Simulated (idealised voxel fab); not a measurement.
The name of this process module is voxel tone inversion.
The figure presents cross-section cut, which has a width of 220 nm and is divided into square cells with an edge length of 5 nm.
Cross-section, as written here: a square-cell grid given band by band from the top down, where a band holds one or more rows of cells.
Band: top height; bottom height; in nm. Then, left to right: material with width in nm, for each material. "all across": a single material spanning edge to edge. "air": empty space.
All heights in this document are referenced to 0, defined as the level beneath which the wafer, as received, consists entirely of one material. The lowest band is not bounded below; it extends indefinitely downward and is written in the form "0 nm and below".
The notation "30->40" denotes a width that varies across the rows of cells in the band, beginning at the first number in the top row, finishing at the second number in the bottom row, and changing by an identical amount from each row to the next.
"same as before" (step): cross-section cells unchanged, all of them.
The entry "Non-vented voids" lists the empty spaces that cover at least 8 cells and have no open path to the top. Each is written as width x height at distance, where the distance is measured from the left edge and all three values are in nm.
Whatever follows a step's settings on its line is a remark the simulator itself makes about that step.
"overlay nm", when on a step's line for a step with a mask, measures how far to the right of its planned place the mask lay; a negative measure means to the left.

The steps planned for the process are as follows
| 1 | op RECEIVE | material Si |
| 2 | op CONFORMAL_DEP | material SiN | thk nm 10 |
| 3 | op DIRECTIONAL_DEP | material polySi | thk nm 25 |
| 4 | op PATTERN | tone cover | mask id POSTS | material resist | width nm 20 | pitch nm 45 | thk nm 30 | overlay nm 0 |
| 5 | op DIRECTIONAL_ETCH | etch materials polySi | depth nm 25 |
| 6 | op STRIP | etch materials resist |
| 7 | op FILL_DEP | material lowk | thk nm 10 |
| 8 | op CMP | height nm 35 |
| 9 | op STRIP | etch materials polySi |
| 10 | op CONFORMAL_DEP | material TiN | thk nm 5 |
| 11 | op FILL_DEP | material Cu | thk nm 5 |
| 12 | op CMP | height nm 35 |
| 13 | op CONFORMAL_DEP | material SiCN | thk nm 5 |

Incoming wafer in cross-section (state: after step 1)
> 0 nm and below = Si all across
> Non-vented voids: none

Wafer at module end, in section. Began as above, planned as above, run with one mistake
> 40 nm to 35 nm = SiCN all across
> 35 nm to 15 nm = 25 lowk  5 TiN  20 Cu  5 TiN  15 lowk  5 TiN  20 Cu  5 TiN  15 lowk  5 TiN  20 Cu  5 TiN  15 lowk  5 TiN  20 Cu  5 TiN  30 lowk
> 15 nm to 10 nm = 25 lowk  30 TiN  15 lowk  30 TiN  15 lowk  30 TiN  15 lowk  30 TiN  30 lowk
> 10 nm to 0 nm = SiN all across
> 0 nm and below = Si all across
> Non-vented voids: none
It is concluded that the wafer was processed incorrectly with respect to the plan, in that step 4 went in with a setting other than planned; the actual run was op PATTERN | tone cover | mask id POSTS | material resist | width nm 30 | pitch nm 45 | thk nm 30 | overlay nm 0
